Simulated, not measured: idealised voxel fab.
The document below concerns the process module designated voxel self aligned vias.
The figure presents cross-section cut, which has a width of 235 nm and is divided into square cells with an edge length of 5 nm.
If you're reading a cross-section in this doc, picture square cells in a grid; it comes to you as bands, top ones listed first down to the bottom, and a band can be one or more rows of cells. Within each band entry, the heights of the top and of the bottom of the band appear first, in that order and in nm; the materials of the band then follow from left to right, each with its corresponding width in nm. The designation "edge to edge" on a single material indicates that it fills the band from edge to edge; the designation "blank" indicates empty space. Height reference: 0 = level under which incoming wafer is all one material. Lowest band: no bottom, runs on downward, e.g. "0 nm and below". Graded width ("30->40"): value in top row of band = first number; value in bottom row = second number; row-to-row change constant. A step reported as "nothing got changed" is a step in which no cell of the cross-section changed. The entry titled "Catalogued sealed voids" provides the empty spaces that have no open way to the top, restricted to those of 8 cells or more. Each is presented as width x height at distance, the distance being measured from the left edge, with all three in nm. Heads up: the bit after the settings on a step's line is the simulator's remark on that step. overlay nm: on a step with a mask, how far right of its planned place the mask lay; negative means left.
### Intended process steps
1. RECEIVE [material Si]
2. CONFORMAL_DEP [material SiO2] [thk nm 10]
3. CONFORMAL_DEP [material SiCN] [thk nm 5]
4. DIRECTIONAL_DEP [material lowk] [thk nm 25]
5. DIRECTIONAL_DEP [material aC] [thk nm 15]
6. PATTERN [tone open] [mask id LINES] [material resist] [width nm 20] [pitch nm 50] [thk nm 35] [overlay nm 0]
7. DIRECTIONAL_ETCH [etch materials aC] [depth nm 15]
8. STRIP [etch materials resist]
9. DIRECTIONAL_ETCH [etch materials lowk] [depth nm 25]
10. STRIP [etch materials aC]
11. CONFORMAL_DEP [material TiN] [thk nm 5]
12. FILL_DEP [material Ru] [thk nm 5]
13. CMP [height nm 40]
14. SELECTIVE_ETCH [etch materials W Ru TiN] [depth nm 5]
15. FILL_DEP [material SiN] [thk nm 5]
16. CMP [height nm 40]
17. DIRECTIONAL_DEP [material lowk] [thk nm 20]
18. DIRECTIONAL_DEP [material aC] [thk nm 15]
19. PATTERN [tone open] [mask id VIAS] [material resist] [width nm 30] [thk nm 30] [overlay nm 0]
20. DIRECTIONAL_ETCH [etch materials aC] [depth nm 15]
21. STRIP [etch materials resist]
22. DIRECTIONAL_ETCH [etch materials lowk] [depth nm 20]
23. DIRECTIONAL_ETCH [etch materials SiN] [depth nm 5]
24. STRIP [etch materials aC]
25. CONFORMAL_DEP [material TiN] [thk nm 5]
26. FILL_DEP [material Ru] [thk nm 5]
27. CMP [height nm 60]
28. CONFORMAL_DEP [material SiCN] [thk nm 5]
### Received-state cross-section, reflecting completion of step 1
0 nm and below = Si edge to edge
Catalogued sealed voids: none
### Wafer at module end, in section. Began as above, planned as above, run with one mistake
65 nm to 60 nm = SiCN edge to edge
60 nm to 45 nm = Ru (70), TiN (5), lowk (30), TiN (5), Ru (125)
45 nm to 40 nm = TiN (75), lowk (30), TiN (30), Ru (10), TiN (90)
40 nm to 35 nm = lowk (80), SiN (20), lowk (30), TiN (20), lowk (85)
35 nm to 20 nm = lowk (80), TiN (5), Ru (10), TiN (5), lowk (30), TiN (5), Ru (10), TiN (5), lowk (85)
20 nm to 15 nm = lowk (80), TiN (20), lowk (30), TiN (20), lowk (85)
15 nm to 10 nm = SiCN edge to edge
10 nm to 0 nm = SiO2 edge to edge
0 nm and below = Si edge to edge
Catalogued sealed voids: none
Here's what went sideways: step 19 ran with different settings than intended, the actual operation and settings being PATTERN [tone cover] [mask id VIAS] [material resist] [width nm 30] [thk nm 30] [overlay nm 0]
